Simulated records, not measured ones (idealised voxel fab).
Name of the process module below: voxel released beams
The figure presents cross-section cut, which has a width of 205 nm and is divided into square cells with an edge length of 5 nm.
If you're reading a cross-section in this doc, picture square cells in a grid; it comes to you as bands, top ones listed first down to the bottom, and a band can be one or more rows of cells.
It is stipulated that each band's entry specify, in nanometres, the height of the top of the band and then that of its bottom, followed by the materials of the band in left-to-right sequence, each together with its width in nanometres. A single material marked by the word "throughout" is understood to fill the band from edge to edge; the word "blank" is understood to denote empty space.
Measure heights from 0. That's the level where, below it, the as-received wafer is all one material. The lowest band is bottomless and extends downward; write it as in "z 0 and below".
A width such as "30->40" changes by the same amount from each row of cells to the next, from the band's top row to its bottom row.
No cell of the cross-section changed in a step that is given as "everything unchanged".
Each empty space that has no open way to the top and spans at least 8 cells appears under "Enclosed void entries" as width x height at distance, the distance counted from the left edge, all in nm.
Note: text after step settings on the step line = simulator remark on that step.
overlay nm: step with mask; distance mask lay right of planned place; negative value = left of planned place.
## Set out below are the planned steps of the process
1. RECEIVE [material Si]
2. CONFORMAL_DEP [material SiN] [thk nm 5]
3. DIRECTIONAL_DEP [material SiO2] [thk nm 15]
4. PATTERN [tone open] [mask id ANCHOR] [material resist] [width nm 35] [thk nm 20] [overlay nm -15]
5. DIRECTIONAL_ETCH [etch materials SiO2] [depth nm 15]
6. STRIP [etch materials resist]
7. CONFORMAL_DEP [material TiN] [thk nm 15]
8. PATTERN [tone cover] [mask id BEAM] [material resist] [width nm 105] [thk nm 15] [overlay nm 0]
9. DIRECTIONAL_ETCH [etch materials TiN] [depth nm 15]
10. STRIP [etch materials resist]
11. STRIP [etch materials SiO2]
What sets these wafers apart? The overlay nm at step 4. They all start alike, and the plan carries the first wafer's value.
## First of several wafers, received after step 1, in cross-section
z 0 and below | Si throughout
Enclosed void entries: none
## Wafer rows, end of module: cells per material gained (+) or lost (-) since receipt; closed voids last
overlay nm -15, +41 SiN, +81 TiN, Enclosed void entries: none
overlay nm -10, +41 SiN, +81 TiN, Enclosed void entries: none
overlay nm -5, +41 SiN, +81 TiN, Enclosed void entries: none
overlay nm 0, +41 SiN, +81 TiN, Enclosed void entries: none
overlay nm 5, +41 SiN, +81 TiN, Enclosed void entries: none
overlay nm 10, +41 SiN, +81 TiN, Enclosed void entries: none
overlay nm 15, +41 SiN, +81 TiN, Enclosed void entries: none
